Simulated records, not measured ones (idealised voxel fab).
The process module that follows is named voxel transistor to metal.
Square cell edge 5 nm, section width 295 nm, ID cut.
Square cells in a grid make up a cross-section in this document, and the grid is given as bands, listed from the top down, each one or more rows of cells.
For a band, the entry starts with two heights in nm, that of the top and then that of the bottom, and carries on with the band's materials in order from left to right, each alongside its width in nm; the word "all across" beside a single material means it fills the band edge to edge, and "air" means empty space.
Below 0: as-received wafer, all one material; heights counted from there. Lowest band: no bottom, goes on down, written "from 0 down".
Graded width ("30 to 40"): value in top row of band = first number; value in bottom row = second number; row-to-row change constant.
The cross-section has no changed cell in any step marked "remained unchanged".
If an empty space has no open way to the top and is at least 8 cells in size, "Enclosed empty spaces" lists it, written width x height at distance, where distance is measured from the left edge and every value is in nm.
It should be noted that, on the line of a given step, the content following the step's settings is a remark produced by the simulator itself with respect to that step.
The setting "overlay nm" may be written on the line of a step. When the step uses a mask, the value reports how far to the right of the planned place the mask lay, and a negative value reports that it lay to the left.

### Listed below are the process steps as planned
| 1 | RECEIVE,material Si |
| 2 | CONFORMAL_DEP,material SiO2,thk nm 5 |
| 3 | CONFORMAL_DEP,material SiN,thk nm 10 |
| 4 | MASKED_ETCH,tone cover,mask id ACTIVE,width nm 110,pitch nm 140,etch materials SiN,depth nm 10,overlay nm 0 |
| 5 | MASKED_ETCH,tone cover,mask id ACTIVE,width nm 110,pitch nm 140,etch materials SiO2,depth nm 5,overlay nm 0 |
| 6 | MASKED_ETCH,tone cover,mask id ACTIVE,width nm 110,pitch nm 140,etch materials Si,depth nm 20,overlay nm 0 |
| 7 | FILL_DEP,material SiO2,thk nm 5 |
| 8 | CMP,height nm 15 |
| 9 | SELECTIVE_ETCH,etch materials SiO2,depth nm 5 |
| 10 | STRIP,etch materials SiN |
| 11 | SELECTIVE_ETCH,etch materials SiO2,depth nm 5 |
| 12 | OXIDIZE,depth nm 5 |
| 13 | DIRECTIONAL_DEP,material polySi,thk nm 30 |
| 14 | DIRECTIONAL_DEP,material SiCN,thk nm 10 |
| 15 | MASKED_ETCH,tone cover,mask id GATE,width nm 20,pitch nm 140,etch materials SiCN,depth nm 20,overlay nm 0 |
| 16 | MASKED_ETCH,tone cover,mask id GATE,width nm 20,pitch nm 140,etch materials polySi,depth nm 40,overlay nm 0 |
| 17 | CONFORMAL_DEP,material SiO2,thk nm 5 |
| 18 | DIRECTIONAL_ETCH,etch materials SiO2,depth nm 5 |
| 19 | CONFORMAL_DEP,material SiN,thk nm 10 |
| 20 | DIRECTIONAL_ETCH,etch materials SiN,depth nm 10 |
| 21 | DIRECTIONAL_ETCH,etch materials SiO2,depth nm 5 |
| 22 | DIRECTIONAL_ETCH,etch materials Si,depth nm 15 |
| 23 | EPI,material pSi,thk nm 15 |
| 24 | FILL_DEP,material SiO2,thk nm 10 |
| 25 | CMP,height nm 40 |
| 26 | DIRECTIONAL_DEP,material SiO2,thk nm 15 |
| 27 | PATTERN,tone open,mask id CONTACT,material resist,width nm 20,thk nm 20,overlay nm 0 |
| 28 | DIRECTIONAL_ETCH,etch materials SiO2,depth nm 45 |
| 29 | STRIP,etch materials resist |
| 30 | CONFORMAL_DEP,material TiN,thk nm 5 |
| 31 | FILL_DEP,material Ru,thk nm 5 |
| 32 | CMP,height nm 55 |
| 33 | CONFORMAL_DEP,material SiCN,thk nm 5 |
| 34 | DIRECTIONAL_DEP,material SiO2,thk nm 20 |
| 35 | DIRECTIONAL_DEP,material aC,thk nm 10 |
| 36 | PATTERN,tone open,mask id METAL_1,material resist,width nm 20,thk nm 30,overlay nm 0 |
| 37 | DIRECTIONAL_ETCH,etch materials aC,depth nm 10 |
| 38 | STRIP,etch materials resist |
| 39 | DIRECTIONAL_ETCH,etch materials SiO2,depth nm 20 |
| 40 | DIRECTIONAL_ETCH,etch materials SiCN,depth nm 5 |
| 41 | STRIP,etch materials aC |
| 42 | CONFORMAL_DEP,material TiN,thk nm 5 |
| 43 | FILL_DEP,material Cu,thk nm 5 |
| 44 | CMP,height nm 80 |
| 45 | CONFORMAL_DEP,material SiCN,thk nm 5 |

### Wafer at receipt (post step 1), cross-section
- from 0 down = Si all across
- Enclosed empty spaces: none

### a wafer at the end: this start, this plan, one mistake
- from 85 to 80 = SiCN all across
- from 80 to 60 = SiO2 25 nm  TiN 5 nm  Cu 10 nm  TiN 5 nm  SiO2 60 nm  TiN 5 nm  Cu 10 nm  TiN 5 nm  SiO2 40 nm  TiN 5 nm  Cu 10 nm  TiN 5 nm  SiO2 60 nm  TiN 5 nm  Cu 10 nm  TiN 5 nm  SiO2 30 nm
- from 60 to 55 = SiCN 25 nm  TiN 20 nm  SiCN 60 nm  TiN 20 nm  SiCN 40 nm  TiN 20 nm  SiCN 60 nm  TiN 20 nm  SiCN 30 nm
- from 55 to 40 = SiO2 25 nm  TiN 5 nm  Ru 10 nm  TiN 5 nm  SiO2 60 nm  TiN 5 nm  Ru 10 nm  TiN 5 nm  SiO2 40 nm  TiN 5 nm  Ru 10 nm  TiN 5 nm  SiO2 60 nm  TiN 5 nm  Ru 10 nm  TiN 5 nm  SiO2 30 nm
- from 40 to 30 = SiO2 25 nm  TiN 5 nm  Ru 10 nm  TiN 5 nm  SiO2 20 nm  SiCN 20 nm  SiO2 20 nm  TiN 5 nm  Ru 10 nm  TiN 5 nm  SiO2 40 nm  TiN 5 nm  Ru 10 nm  TiN 5 nm  SiO2 20 nm  SiCN 20 nm  SiO2 20 nm  TiN 5 nm  Ru 10 nm  TiN 5 nm  SiO2 30 nm
- from 30 to 15 = SiO2 25 nm  TiN 5 nm  Ru 10 nm  TiN 5 nm  SiO2 20 nm  polySi 20 nm  SiO2 20 nm  TiN 5 nm  Ru 10 nm  TiN 5 nm  SiO2 40 nm  TiN 5 nm  Ru 10 nm  TiN 5 nm  SiO2 20 nm  polySi 20 nm  SiO2 20 nm  TiN 5 nm  Ru 10 nm  TiN 5 nm  SiO2 30 nm
- from 15 to 10 = SiO2 25 nm  TiN 20 nm  SiO2 20 nm  polySi 20 nm  SiO2 20 nm  TiN 20 nm  SiO2 40 nm  TiN 20 nm  SiO2 20 nm  polySi 20 nm  SiO2 20 nm  TiN 20 nm  SiO2 30 nm
- from 10 to 0 = SiO2 45 nm  pSi 15 nm  SiO2 5 nm  polySi 20 nm  SiO2 5 nm  pSi 15 nm  SiO2 80 nm  pSi 15 nm  SiO2 5 nm  polySi 20 nm  SiO2 5 nm  pSi 15 nm  SiO2 50 nm
- from 0 to -5 = SiO2 45 nm  pSi 15 nm  SiO2 30 nm  pSi 15 nm  SiO2 80 nm  pSi 15 nm  SiO2 30 nm  pSi 15 nm  SiO2 50 nm
- from -5 to -20 = SiO2 20 nm  pSi 40 nm  Si 30 nm  pSi 40 nm  SiO2 30 nm  pSi 40 nm  Si 30 nm  pSi 40 nm  SiO2 25 nm
- from -20 down = Si all across
- Enclosed empty spaces: none
Deviation from plan: not run: step 19 of the plan (skipped)
